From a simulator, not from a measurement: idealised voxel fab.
The following process module bears the name voxel transistor to metal.
Shown is cross-section cut, with a width of 210 nm and square cells of size 5 nm.
Cross-section format: a grid of square cells, given as bands from top to bottom; each band is one or more rows of cells. Band: top and bottom heights (nm) first, top before bottom; then materials from left to right, widths in nm. "all across" marks a sole material filling the band edge to edge. "air" denotes empty space. Counting heights begins at 0, where everything beneath is, in the wafer as received, one material. The lowest band has no bottom; it goes on downwards, as "top 0, no bottom" shows. The width entry "30->40" should be interpreted row by row: the top row of cells in the band takes the first number, the bottom row takes the second number, and the change between adjacent rows is uniform throughout. Basically "no alteration" means that step didn't change any cell in the cross-section. "Sealed voids" - sealed voids, min. 8 cells, no opening to top; format: width x height at distance (distance from left edge; nm throughout). What comes after the settings on a step's line is commentary from the simulator itself on that step. overlay nm: step with mask; distance mask lay right of planned place; negative value = left of planned place.
-- The following list gives the planned process steps
1,RECEIVE | material Si
2,CONFORMAL_DEP | material SiO2 | thk nm 5
3,CONFORMAL_DEP | material SiN | thk nm 10
4,MASKED_ETCH | tone cover | mask id ACTIVE | width nm 115 | etch materials SiN | depth nm 10 | overlay nm 0
5,MASKED_ETCH | tone cover | mask id ACTIVE | width nm 115 | etch materials SiO2 | depth nm 5 | overlay nm 0
6,MASKED_ETCH | tone cover | mask id ACTIVE | width nm 115 | etch materials Si | depth nm 35 | overlay nm 0
7,OXIDIZE | depth nm 5
8,FILL_DEP | material SiO2 | thk nm 15
9,CMP | height nm 15
10,SELECTIVE_ETCH | etch materials SiO2 | depth nm 5
11,STRIP | etch materials SiN
12,SELECTIVE_ETCH | etch materials SiO2 | depth nm 5
13,OXIDIZE | depth nm 5
14,DIRECTIONAL_DEP | material polySi | thk nm 30
15,DIRECTIONAL_DEP | material SiCN | thk nm 10
16,PATTERN | tone cover | mask id GATE | material resist | width nm 25 | thk nm 15 | overlay nm 0
17,DIRECTIONAL_ETCH | etch materials SiCN | depth nm 20
18,DIRECTIONAL_ETCH | etch materials polySi | depth nm 40
19,STRIP | etch materials resist
20,CONFORMAL_DEP | material SiN | thk nm 10
21,DIRECTIONAL_ETCH | etch materials SiN | depth nm 10
22,DIRECTIONAL_ETCH | etch materials SiO2 | depth nm 5
23,EPI | material nSi | thk nm 5
24,FILL_DEP | material SiO2 | thk nm 5
25,CMP | height nm 40
26,DIRECTIONAL_DEP | material SiO2 | thk nm 10
27,DIRECTIONAL_DEP | material aC | thk nm 10
28,PATTERN | tone open | mask id CONTACT | material resist | width nm 20 | pitch nm 75 | thk nm 30 | overlay nm 0
29,DIRECTIONAL_ETCH | etch materials aC | depth nm 10
30,STRIP | etch materials resist
31,DIRECTIONAL_ETCH | etch materials SiO2 | depth nm 50
32,STRIP | etch materials aC
33,CONFORMAL_DEP | material TiN | thk nm 5
34,FILL_DEP | material Ru | thk nm 5
35,CMP | height nm 50
36,CONFORMAL_DEP | material SiCN | thk nm 5
37,DIRECTIONAL_DEP | material lowk | thk nm 15
38,PATTERN | tone open | mask id METAL_1 | material resist | width nm 20 | pitch nm 75 | thk nm 20 | overlay nm 0
39,DIRECTIONAL_ETCH | etch materials lowk | depth nm 15
40,DIRECTIONAL_ETCH | etch materials SiCN | depth nm 5
41,STRIP | etch materials resist
42,CONFORMAL_DEP | material TiN | thk nm 5
43,FILL_DEP | material W | thk nm 5
44,CMP | height nm 70
45,CONFORMAL_DEP | material SiN | thk nm 5
-- Cross-sectional view of the wafer in its as-received condition, corresponding to the state after step 1
  top 0, no bottom: Si all across
  Sealed voids: none
-- The following cross-section depicts the wafer upon conclusion of the module. Processing commenced from the starting condition illustrated above and adhered to the plan illustrated above, save for one mistake in execution
  top 75, bottom 70: SiN all across
  top 70, bottom 55: lowk=55 | TiN=5 | W=10 | TiN=5 | lowk=55 | TiN=5 | W=10 | TiN=5 | lowk=60
  top 55, bottom 50: SiCN=55 | TiN=20 | SiCN=55 | TiN=20 | SiCN=60
  top 50, bottom 40: SiO2=55 | TiN=5 | Ru=10 | TiN=5 | SiO2=55 | TiN=5 | Ru=10 | TiN=5 | SiO2=60
  top 40, bottom 25: SiO2=55 | TiN=5 | Ru=10 | TiN=5 | SiO2=5 | SiN=10 | SiCN=25 | SiN=10 | SiO2=5 | TiN=5 | Ru=10 | TiN=5 | SiO2=60
  top 25, bottom 20: SiCN=40 | SiN=10 | SiO2=5 | TiN=20 | SiO2=5 | SiN=10 | SiCN=25 | SiN=10 | SiO2=5 | TiN=20 | SiO2=5 | SiN=10 | SiCN=45
  top 20, bottom 5: SiCN all across
  top 5, bottom 0: SiO2=40 | SiCN=125 | SiO2=45
  top 0, bottom -5: SiO2 all across
  top -5, bottom -40: SiO2=50 | Si=105 | SiO2=55
  top -40, no bottom: Si all across
  Sealed voids: none
Nonconformance to the process plan: off-plan run, step 14, actual operation and settings DIRECTIONAL_DEP | material SiCN | thk nm 30
